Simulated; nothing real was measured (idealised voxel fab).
A process module follows: voxel self aligned vias.
Cross-sectional view cut (width: 285 nm; square cell size: 5 nm).
In this document a cross-section is written as a grid of square cells. It is given as a series of bands, listed from the top down, and a band is one or more rows of cells. Band: top height; bottom height; in nm. Then, left to right: material with width in nm, for each material. "throughout": a single material spanning edge to edge. "empty": empty space. Heights are measured from 0, the level below which the as-received wafer is all one material; the lowest band has no bottom and continues downward, written as in "0 down". Top row gets the first number, bottom row gets the second, and each row in between changes by the same step: that is how a band width like "30 to 40" works. "no modification" means the step left every cell of the cross-section as it was. Entry "Catalogued sealed voids". Content: empty spaces with no open connection to the top, size 8 cells or greater. Each: width x height at distance. Distance: from left edge. Unit: nm. Anything after a step's settings on that line? It's the simulator's own note about the step. overlay nm, on a step with a mask: how far to the right of its planned place the mask lay; to the left if negative.
These are the steps we planned for the process:
1) RECEIVE: material Si
2) CONFORMAL_DEP: material SiO2, thk nm 10
3) CONFORMAL_DEP: material SiCN, thk nm 5
4) DIRECTIONAL_DEP: material lowk, thk nm 20
5) MASKED_ETCH: tone open, mask id LINES, width nm 25, pitch nm 55, etch materials lowk, depth nm 20, overlay nm 0
6) CONFORMAL_DEP: material TiN, thk nm 5
7) FILL_DEP: material Ru, thk nm 10
8) CMP: height nm 35
9) SELECTIVE_ETCH: etch materials W Ru TiN, depth nm 5
10) FILL_DEP: material SiN, thk nm 10
11) CMP: height nm 35
12) DIRECTIONAL_DEP: material lowk, thk nm 20
13) PATTERN: tone open, mask id VIAS, material resist, width nm 35, pitch nm 110, thk nm 20, overlay nm 0
14) DIRECTIONAL_ETCH: etch materials lowk, depth nm 20
15) DIRECTIONAL_ETCH: etch materials SiN, depth nm 5
16) STRIP: etch materials resist
17) CONFORMAL_DEP: material TiN, thk nm 5
18) FILL_DEP: material W, thk nm 5
19) CMP: height nm 55
20) CONFORMAL_DEP: material SiN, thk nm 5
Wafer cross-section on receipt, i.e. after step 1:
	0 down = Si throughout
	Catalogued sealed voids: none
First of two wafers, end-of-module section, run followed plan:
	60 to 55 = SiN throughout
	55 to 40 = lowk (70), then TiN (5), then W (25), then TiN (5), then lowk (75), then TiN (5), then W (25), then TiN (5), then lowk (70)
	40 to 35 = lowk (70), then TiN (10), then W (15), then TiN (10), then lowk (75), then TiN (10), then W (15), then TiN (10), then lowk (70)
	35 to 30 = lowk (75), then TiN (25), then lowk (30), then SiN (25), then lowk (30), then TiN (25), then lowk (75)
	30 to 20 = lowk (75), then TiN (5), then Ru (15), then TiN (5), then lowk (30), then TiN (5), then Ru (15), then TiN (5), then lowk (30), then TiN (5), then Ru (15), then TiN (5), then lowk (75)
	20 to 15 = lowk (75), then TiN (25), then lowk (30), then TiN (25), then lowk (30), then TiN (25), then lowk (75)
	15 to 10 = SiCN throughout
	10 to 0 = SiO2 throughout
	0 down = Si throughout
	Catalogued sealed voids: none
Cross-sectional image of the second wafer of the two following completion of the module. Starting state and process plan were the same as for the first wafer; one execution error occurred:
	60 to 55 = SiN throughout
	55 to 35 = lowk (70), then TiN (5), then W (25), then TiN (5), then lowk (75), then TiN (5), then W (25), then TiN (5), then lowk (70)
	35 to 30 = lowk (70), then TiN (35), then lowk (25), then SiN (25), then lowk (25), then TiN (35), then lowk (70)
	30 to 20 = lowk (70), then TiN (10), then Ru (15), then TiN (10), then lowk (25), then TiN (5), then Ru (15), then TiN (5), then lowk (25), then TiN (10), then Ru (15), then TiN (10), then lowk (70)
	20 to 15 = lowk (70), then TiN (35), then lowk (25), then TiN (25), then lowk (25), then TiN (35), then lowk (70)
	15 to 10 = SiCN throughout
	10 to 0 = SiO2 throughout
	0 down = Si throughout
	Catalogued sealed voids: none
What was the processing mistake? step 14 was run twice
Final cells, second wafer relative to first, materials higher or lower: 12 more of TiN, 4 more of W, 16 fewer of lowk
